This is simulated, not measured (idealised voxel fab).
process module | voxel capacitor over wiring
Xsec cut, 230 nm wide, square cell size 5 nm.
Heads up, the way a cross-section reads in here is a grid of square cells, handed over as bands from the top down, with every band being one or more rows of cells.
Read a band's entry like this: the first values are the height of its top and the height of its bottom in nm, and what follows is the sequence of materials from left to right, each with its width in nm. Note that "air" is empty space, and that a single material marked "edge to edge" reaches across the band from edge to edge.
Ref level 0: as-received wafer is one material below here. Bottom band extends down with no lower bound ("z 0 and below").
Quick explanation for "30..40": the width changes in equal steps down the rows of cells, from the first number in the band's top row to the second number in its bottom row.
Reading "remains unaltered" for a step: not a cell of the cross-section changed in it.
Closed internal cavities: empty space of 8 cells or more with no open way to the top, each as width x height at its distance from the left edge, in nm
On each step's line, the part that comes after the settings is the simulator's own comment on the step.
If you see "overlay nm" on a step's line and that step has a mask, it's telling you how far right of where it was planned the mask ended up; a negative number means it went left instead.

[The steps planned for the process are as follows]
1 RECEIVE | material Si
2 CONFORMAL_DEP | material SiO2 | thk nm 5
3 CONFORMAL_DEP | material SiN | thk nm 5
4 DIRECTIONAL_DEP | material SiO2 | thk nm 25
5 DIRECTIONAL_DEP | material aC | thk nm 10
6 PATTERN | tone open | mask id METAL_1 | material resist | width nm 20 | pitch nm 90 | thk nm 30 | overlay nm 0
7 DIRECTIONAL_ETCH | etch materials aC | depth nm 10
8 STRIP | etch materials resist
9 DIRECTIONAL_ETCH | etch materials SiO2 | depth nm 25
10 DIRECTIONAL_ETCH | etch materials SiN | depth nm 5
11 STRIP | etch materials aC
12 CONFORMAL_DEP | material TiN | thk nm 5
13 FILL_DEP | material Cu | thk nm 5
14 CMP | height nm 40
15 CONFORMAL_DEP | material SiCN | thk nm 5
16 DIRECTIONAL_DEP | material lowk | thk nm 20
17 DIRECTIONAL_DEP | material aC | thk nm 10
18 PATTERN | tone open | mask id PLUG_1 | material resist | width nm 15 | thk nm 25 | overlay nm 0
19 DIRECTIONAL_ETCH | etch materials aC | depth nm 10
20 STRIP | etch materials resist
21 DIRECTIONAL_ETCH | etch materials lowk | depth nm 20
22 DIRECTIONAL_ETCH | etch materials SiCN | depth nm 5
23 STRIP | etch materials aC
24 CONFORMAL_DEP | material TiN | thk nm 5
25 FILL_DEP | material W | thk nm 10
26 CMP | height nm 65
27 DIRECTIONAL_DEP | material TiN | thk nm 10
28 DIRECTIONAL_DEP | material HfO2 | thk nm 5
29 DIRECTIONAL_DEP | material TiN | thk nm 5
30 DIRECTIONAL_DEP | material aC | thk nm 15
31 PATTERN | tone cover | mask id UPPER_PLATE | material resist | width nm 75 | thk nm 35 | overlay nm 0
32 DIRECTIONAL_ETCH | etch materials aC | depth nm 15
33 STRIP | etch materials resist
34 DIRECTIONAL_ETCH | etch materials TiN | depth nm 5
35 DIRECTIONAL_ETCH | etch materials HfO2 | depth nm 5
36 STRIP | etch materials aC
37 PATTERN | tone cover | mask id LOWER_PLATE | material resist | width nm 85 | thk nm 20 | overlay nm 0
38 DIRECTIONAL_ETCH | etch materials TiN | depth nm 10
39 STRIP | etch materials resist
40 FILL_DEP | material SiO2 | thk nm 15
41 CMP | height nm 95
42 MASKED_ETCH | tone open | mask id PLUG_2 | width nm 15 | etch materials SiO2 | depth nm 10 | overlay nm 0
43 CONFORMAL_DEP | material TiN | thk nm 5
44 FILL_DEP | material W | thk nm 10
45 CMP | height nm 95
46 CONFORMAL_DEP | material SiN | thk nm 5
The value of thk nm given for step 2 in the plan refers to the first wafer; the wafers vary in this setting and are alike at the start.

[As-received cross-section, first of several wafers, post step 1]
* z 0 and below  Si edge to edge
* Closed internal cavities: none

[Wafer rows, end of module: cells per material gained (+) or lost (-) since receipt; closed voids last]
thk nm 5, +24 Cu, +15 HfO2, +43 SiCN, +84 SiN, +442 SiO2, +135 TiN, +5 W, +172 lowk, Closed internal cavities: none
thk nm 10, +20 Cu, +15 HfO2, +43 SiCN, +84 SiN, +488 SiO2, +93 TiN, +5 W, +172 lowk, Closed internal cavities: none
thk nm 15, +16 Cu, +15 HfO2, +43 SiCN, +84 SiN, +496 SiO2, +89 TiN, +5 W, +172 lowk, Closed internal cavities: none
thk nm 20, +12 Cu, +15 HfO2, +43 SiCN, +84 SiN, +504 SiO2, +85 TiN, +5 W, +172 lowk, Closed internal cavities: none
thk nm 25, +8 Cu, +15 HfO2, +43 SiCN, +84 SiN, +512 SiO2, +81 TiN, +5 W, +172 lowk, Closed internal cavities: none
